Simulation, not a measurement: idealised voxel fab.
This is a process module. Its name is voxel self aligned vias.
Square cell edge 5 nm, section width 155 nm, ID cut.
Format of a cross-section: grid, square cells. Given as bands. Order: top down. Band: one or more rows of cells. Band: top height; bottom height; in nm. Then, left to right: material with width in nm, for each material. "all across": a single material spanning edge to edge. "air": empty space. Beneath 0, the wafer as received is one material, and that level is where height counting begins. The lowest band goes on downward without a bottom; it is written like "0 down". The width entry "30 to 40" should be interpreted row by row: the top row of cells in the band takes the first number, the bottom row takes the second number, and the change between adjacent rows is uniform throughout. Given "stayed the same" for a step, no cell of the cross-section differs between before and after that step. This entry, "Unvented internal voids", enumerates those empty regions of no fewer than 8 cells that possess no open connection to the top. Each region is reported in the form width x height at distance, the distance being taken from the left edge, with all three quantities expressed in nm. Whatever follows a step's settings on its line is a remark the simulator itself makes about that step. What "overlay nm" on a step's line means: if the step has a mask, that mask lay this far to the right of its planned place, or, when the value is negative, to the left.
**Process steps (planned)**
| 1 | RECEIVE [material Si] |
| 2 | CONFORMAL_DEP [material SiO2] [thk nm 15] |
| 3 | CONFORMAL_DEP [material SiCN] [thk nm 5] |
| 4 | DIRECTIONAL_DEP [material SiO2] [thk nm 25] |
| 5 | PATTERN [tone open] [mask id LINES] [material resist] [width nm 30] [pitch nm 55] [thk nm 15] [overlay nm 0] |
| 6 | DIRECTIONAL_ETCH [etch materials SiO2] [depth nm 25] |
| 7 | STRIP [etch materials resist] |
| 8 | CONFORMAL_DEP [material TiN] [thk nm 5] |
| 9 | FILL_DEP [material W] [thk nm 10] |
| 10 | CMP [height nm 45] |
| 11 | SELECTIVE_ETCH [etch materials W Ru TiN] [depth nm 5] |
| 12 | FILL_DEP [material SiN] [thk nm 10] |
| 13 | CMP [height nm 45] |
| 14 | DIRECTIONAL_DEP [material SiO2] [thk nm 15] |
| 15 | MASKED_ETCH [tone open] [mask id VIAS] [width nm 40] [pitch nm 55] [etch materials SiO2] [depth nm 15] [overlay nm 0] |
| 16 | MASKED_ETCH [tone open] [mask id VIAS] [width nm 40] [pitch nm 55] [etch materials SiN] [depth nm 5] [overlay nm 0] |
| 17 | CONFORMAL_DEP [material TiN] [thk nm 5] |
| 18 | FILL_DEP [material Ru] [thk nm 10] |
| 19 | CMP [height nm 60] |
| 20 | CONFORMAL_DEP [material SiCN] [thk nm 5] |
Every wafer here starts from the same state; it is the step 20 thk nm that distinguishes them, and the value the plan gives belongs to the first wafer.
**Received condition of the first of several wafers, sectioned: post-step 1**
  0 down | Si all across
  Unvented internal voids: none
**Rows = wafers. At module end, each row lists per material the cells gained (+) or lost (-) since the wafer was received, then the closed voids**
thk nm 5 | +32 Ru | +62 SiCN | +233 SiO2 | +52 TiN | +24 W | Unvented internal voids: none
thk nm 10 | +32 Ru | +93 SiCN | +233 SiO2 | +52 TiN | +24 W | Unvented internal voids: none
thk nm 15 | +32 Ru | +124 SiCN | +233 SiO2 | +52 TiN | +24 W | Unvented internal voids: none
thk nm 20 | +32 Ru | +155 SiCN | +233 SiO2 | +52 TiN | +24 W | Unvented internal voids: none
